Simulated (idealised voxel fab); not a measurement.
The process module presented herein is designated voxel self aligned vias.
Xsec cut, 275 nm wide, square cell size 5 nm.
Cross-section = grid of square cells, listed top down in bands; band = one or more rows.
Within each band entry, the heights of the top and of the bottom of the band appear first, in that order and in nm; the materials of the band then follow from left to right, each with its corresponding width in nm. The designation "all across" on a single material indicates that it fills the band from edge to edge; the designation "blank" indicates empty space.
Heights from 0 (as-received wafer is one material below). Bottom band endless downward, as "0..down".
Width: "30..40" (first number = top row, second number = bottom row, same change from row to row of cells).
"changes: none", as given for a step, is the statement that not any cell of the cross-section underwent a change during that step.
"Fully sealed cavities" specifies each empty space that is not open to the top and that occupies no fewer than 8 cells, using the form width x height at distance, the distance measured from the left edge and all three quantities in nm.
On a step's line, text after the settings is the simulator commenting on that step.
"overlay nm" answers the question of how far to the right of plan the mask lay on a step that has a mask, and when it is negative the answer is to the left.
For the reader: what remains of this document is a series of pairs, each showing a cross-section before one process step and a cross-section after that step which reaches down only to the lowest band that changed, with the step between them and its settings set out under the pair. It should not be assumed that a pair continues from the pair above it; the pairs can come from different runs of this module on the same starting wafer, and such continuity exists only where the entry headed "Preceding state" says so.

[Preceding state]
  35..15 = SiO2 all across
  15..10 = SiCN all across
  10..0 = SiO2 all across
  0..down = Si all across
  Fully sealed cavities: none

[As Processed]
  35..15 = blank=100 | SiO2=20 | blank=30 | SiO2=20 | blank=105
  Under the height 15 nothing was changed.
  Fully sealed cavities: none
Step linking the sections shown: MASKED_ETCH [tone cover] [mask id LINES] [width nm 20] [pitch nm 50] [etch materials SiO2] [depth nm 20] [overlay nm 0]

Preceding state: as in the pair right above, post-step view.

[As Processed]
  40..35 = blank=95 | TiN=30 | blank=20 | TiN=30 | blank=100
  35..20 = blank=95 | TiN=5 | SiO2=20 | TiN=5 | blank=20 | TiN=5 | SiO2=20 | TiN=5 | blank=100
  20..15 = TiN=100 | SiO2=20 | TiN=30 | SiO2=20 | TiN=105
  Under the height 15 nothing was changed.
  Fully sealed cavities: none
Step linking the sections shown: CONFORMAL_DEP [material TiN] [thk nm 5]

Preceding state: as in the pair right above, post-step view.

[As Processed]
  50..40 = W all across
  40..35 = W=95 | TiN=30 | W=20 | TiN=30 | W=100
  35..20 = W=95 | TiN=5 | SiO2=20 | TiN=5 | W=20 | TiN=5 | SiO2=20 | TiN=5 | W=100
  Under the height 20 nothing was changed.
  Fully sealed cavities: none
Step linking the sections shown: FILL_DEP [material W] [thk nm 10]

Preceding state: as in the pair right above, post-step view.

[As Processed]
  35..20 = W=95 | TiN=5 | SiO2=20 | TiN=5 | W=20 | TiN=5 | SiO2=20 | TiN=5 | W=100
  Under the height 20 nothing was changed.
  Fully sealed cavities: none
Step linking the sections shown: CMP [height nm 35]

Preceding state: as in the pair right above, post-step view.

[As Processed]
  35..25 = blank=100 | SiO2=20 | blank=30 | SiO2=20 | blank=105
  Under the height 25 nothing was changed.
  Fully sealed cavities: none
Step linking the sections shown: SELECTIVE_ETCH [etch materials W Ru TiN] [depth nm 10]

Preceding state: as in the pair right above, post-step view.

[As Processed]
  45..35 = SiN all across
  35..25 = SiN=100 | SiO2=20 | SiN=30 | SiO2=20 | SiN=105
  Under the height 25 nothing was changed.
  Fully sealed cavities: none
Step linking the sections shown: FILL_DEP [material SiN] [thk nm 10]

Preceding state: as in the pair right above, post-step view.

[As Processed]
  35..25 = SiN=100 | SiO2=20 | SiN=30 | SiO2=20 | SiN=105
  Under the height 25 nothing was changed.
  Fully sealed cavities: none
Step linking the sections shown: CMP [height nm 35]

Preceding state: as in the pair right above, post-step view.

[As Processed]
  50..35 = SiO2 all across
  Under the height 35 nothing was changed.
  Fully sealed cavities: none
Step linking the sections shown: DIRECTIONAL_DEP [material SiO2] [thk nm 15]

Preceding state: as in the pair right above, post-step view.

[As Processed]
  65..50 = resist=95 | blank=30 | resist=150
  Under the height 50 nothing was changed.
  Fully sealed cavities: none
Step linking the sections shown: PATTERN [tone open] [mask id VIAS] [material resist] [width nm 30] [thk nm 15] [overlay nm 0]

Preceding state: as in the pair right above, post-step view.

[As Processed]
  65..50 = resist=95 | blank=30 | resist=150
  50..35 = SiO2=95 | blank=30 | SiO2=150
  Under the height 35 nothing was changed.
  Fully sealed cavities: none
Step linking the sections shown: DIRECTIONAL_ETCH [etch materials SiO2] [depth nm 15]

Preceding state: as in the pair right above, post-step view.

[As Processed]
  65..50 = resist=95 | blank=30 | resist=150
  50..35 = SiO2=95 | blank=30 | SiO2=150
  35..25 = SiN=95 | blank=5 | SiO2=20 | blank=5 | SiN=25 | SiO2=20 | SiN=105
  Under the height 25 nothing was changed.
  Fully sealed cavities: none
Step linking the sections shown: DIRECTIONAL_ETCH [etch materials SiN] [depth nm 10]

Preceding state: as in the pair right above, post-step view.

[As Processed]
  50..35 = SiO2=95 | blank=30 | SiO2=150
  Under the height 35 nothing was changed.
  Fully sealed cavities: none
Step linking the sections shown: STRIP [etch materials resist]

Preceding state: as in the pair right above, post-step view.

[As Processed]
  55..50 = TiN=100 | blank=20 | TiN=155
  50..40 = SiO2=95 | TiN=5 | blank=20 | TiN=5 | SiO2=150
  40..35 = SiO2=95 | TiN=30 | SiO2=150
  35..25 = SiN=95 | TiN=5 | SiO2=20 | TiN=5 | SiN=25 | SiO2=20 | SiN=105
  Under the height 25 nothing was changed.
  Fully sealed cavities: none
Step linking the sections shown: CONFORMAL_DEP [material TiN] [thk nm 5]

Preceding state: as in the pair right above, post-step view.

[As Processed]
  60..55 = Ru all across
  55..50 = TiN=100 | Ru=20 | TiN=155
  50..40 = SiO2=95 | TiN=5 | Ru=20 | TiN=5 | SiO2=150
  Under the height 40 nothing was changed.
  Fully sealed cavities: none
Step linking the sections shown: FILL_DEP [material Ru] [thk nm 5]

Preceding state: as in the pair right above, post-step view.

[As Processed]
  50..40 = SiO2=95 | TiN=5 | Ru=20 | TiN=5 | SiO2=150
  Under the height 40 nothing was changed.
  Fully sealed cavities: none
Step linking the sections shown: CMP [height nm 50]

Preceding state: as in the pair right above, post-step view.

[As Processed]
  55..50 = SiN all across
  Under the height 50 nothing was changed.
  Fully sealed cavities: none
Step linking the sections shown: CONFORMAL_DEP [material SiN] [thk nm 5]
